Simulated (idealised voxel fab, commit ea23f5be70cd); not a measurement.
process module | voxel fin reveal
cross-section cut | 270 nm wide | cells 5 nm
A cross-section is a grid of square cells, given in bands from the top down. A band is one or more rows of cells.
Each band's line starts with the height of the band's top and of its bottom, in nm. Then come its materials from left to right, each with its width in nm. One material with "throughout" fills the band from edge to edge. "air" is empty space.
Height 0 is the level under which the wafer as received is all one material. The lowest band goes on downwards, as in "0 down".
A width such as "30 to 40" changes by the same amount from each row of cells to the next, from the band's top row to its bottom row.
"no change" after a step means that no cell of the cross-section changed.
closed voids: empty space of 8 cells or more with no open way to the top, each as width x height at its distance from the left edge, in nm
after a step's settings: what the simulator itself notes on the step
overlay nm, on a step with a mask: how far to the right of its planned place the mask lay; to the left if negative
plan
1 op RECEIVE | material Si
2 op CONFORMAL_DEP | material SiN | thk nm 10
3 op MASKED_ETCH | tone cover | mask id FINS | width nm 15 | pitch nm 40 | etch materials SiN | depth nm 10 | overlay nm 0
4 op MASKED_ETCH | tone cover | mask id FINS | width nm 15 | pitch nm 40 | etch materials Si | depth nm 30 | overlay nm 0
5 op OXIDIZE | depth nm 5
6 op FILL_DEP | material SiO2 | thk nm 5
7 op CMP | height nm 10
8 op SELECTIVE_ETCH | etch materials SiO2 | depth nm 30
9 op STRIP | etch materials SiN
10 op CONFORMAL_DEP | material HfO2 | thk nm 5
first wafer, as planned
as received, after step 1
  0 down: Si throughout
  closed voids: none
after step 2
  10 to 0: SiN throughout
  below 0: unchanged
after step 3
  10 to 0: air 105 | SiN 15 | air 25 | SiN 15 | air 110
  below 0: unchanged
after step 4
  10 to 0: air 105 | SiN 15 | air 25 | SiN 15 | air 110
  0 to -30: air 105 | Si 15 | air 25 | Si 15 | air 110
  below -30: unchanged
after step 5
  10 to 0: air 105 | SiN 15 | air 25 | SiN 15 | air 110
  0 to -30: air 105 | SiO2 5 | Si 5 | SiO2 5 | air 25 | SiO2 5 | Si 5 | SiO2 5 | air 110
  -30 to -35: SiO2 110 | Si 5 | SiO2 35 | Si 5 | SiO2 115
  below -35: unchanged
after step 6
  15 to 10: SiO2 throughout
  10 to 0: SiO2 105 | SiN 15 | SiO2 25 | SiN 15 | SiO2 110
  0 to -35: SiO2 110 | Si 5 | SiO2 35 | Si 5 | SiO2 115
  below -35: unchanged
after step 7
  10 to 0: SiO2 105 | SiN 15 | SiO2 25 | SiN 15 | SiO2 110
  below 0: unchanged
after step 8
  10 to 0: air 105 | SiN 15 | air 25 | SiN 15 | air 110
  0 to -20: air 110 | Si 5 | air 35 | Si 5 | air 115
  below -20: unchanged
after step 9
  0 to -20: air 110 | Si 5 | air 35 | Si 5 | air 115
  below -20: unchanged
after step 10
  5 to 0: air 105 | HfO2 15 | air 25 | HfO2 15 | air 110
  0 to -15: air 105 | HfO2 5 | Si 5 | HfO2 5 | air 25 | HfO2 5 | Si 5 | HfO2 5 | air 110
  -15 to -20: HfO2 110 | Si 5 | HfO2 35 | Si 5 | HfO2 115
  below -20: unchanged
second wafer: like start, like plan, one mistake. Through step 9 it matches the first wafer
when step 10 should have ended
  15 to 0: air 95 | HfO2 35 | air 5 | HfO2 35 | air 100
  0 to -5: air 95 | HfO2 15 | Si 5 | HfO2 15 | air 5 | HfO2 15 | Si 5 | HfO2 15 | air 100
  -5 to -20: HfO2 110 | Si 5 | HfO2 35 | Si 5 | HfO2 115
  below -20: unchanged
what went wrong: step 10 ran as: op CONFORMAL_DEP | material HfO2 | thk nm 15
at the end the second wafer has, in cells: 140 more of HfO2
